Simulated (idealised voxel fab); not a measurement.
process module | voxel quadruple lines
cross-section cut | 290 nm wide | cells 5 nm
A cross-section is a grid of square cells, given in bands from the top down. A band is one or more rows of cells.
Each band's line starts with the height of the band's top and of its bottom, in nm. Then come its materials from left to right, each with its width in nm. One material with "throughout" fills the band from edge to edge. "air" is empty space.
Height 0 is the level under which the wafer as received is all one material. The lowest band goes on downwards, as in "0 down".
A width such as "30 to 40" changes by the same amount from each row of cells to the next, from the band's top row to its bottom row.
"no change" after a step means that no cell of the cross-section changed.
closed voids: empty space of 8 cells or more with no open way to the top, each as width x height at its distance from the left edge, in nm
after a step's settings: what the simulator itself notes on the step
overlay nm, on a step with a mask: how far to the right of its planned place the mask lay; to the left if negative
plan
1 op RECEIVE | material Si
2 op CONFORMAL_DEP | material SiO2 | thk nm 10
3 op DIRECTIONAL_DEP | material TiN | thk nm 15
4 op DIRECTIONAL_DEP | material polySi | thk nm 20
5 op DIRECTIONAL_DEP | material aC | thk nm 20
6 op PATTERN | tone cover | mask id MANDREL | material resist | width nm 35 | thk nm 25 | overlay nm 0
7 op DIRECTIONAL_ETCH | etch materials aC | depth nm 20
8 op STRIP | etch materials resist
9 op CONFORMAL_DEP | material SiO2 | thk nm 15
10 op DIRECTIONAL_ETCH | etch materials SiO2 | depth nm 15
11 op STRIP | etch materials aC
12 op DIRECTIONAL_ETCH | etch materials polySi | depth nm 20
13 op STRIP | etch materials SiO2
14 op CONFORMAL_DEP | material SiN | thk nm 10
15 op DIRECTIONAL_ETCH | etch materials SiN | depth nm 10
16 op STRIP | etch materials polySi
17 op DIRECTIONAL_ETCH | etch materials TiN | depth nm 15
18 op STRIP | etch materials SiN
19 op FILL_DEP | material lowk | thk nm 10
20 op CMP | height nm 25
as received, after step 1
  0 down: Si throughout
  closed voids: none
first wafer at the end, as planned
  25 to 10: lowk 100 | TiN 10 | lowk 15 | TiN 10 | lowk 15 | TiN 10 | lowk 15 | TiN 10 | lowk 105
  10 to 0: SiO2 throughout
  0 down: Si throughout
  closed voids: none
second wafer at the end: like start, like plan, one mistake
  25 to 10: polySi throughout
  10 to 0: SiO2 throughout
  0 down: Si throughout
  closed voids: none
what went wrong: steps 3 and 4 were swapped
at the end the second wafer has, in cells: 24 fewer of TiN | 150 fewer of lowk | 174 more of polySi
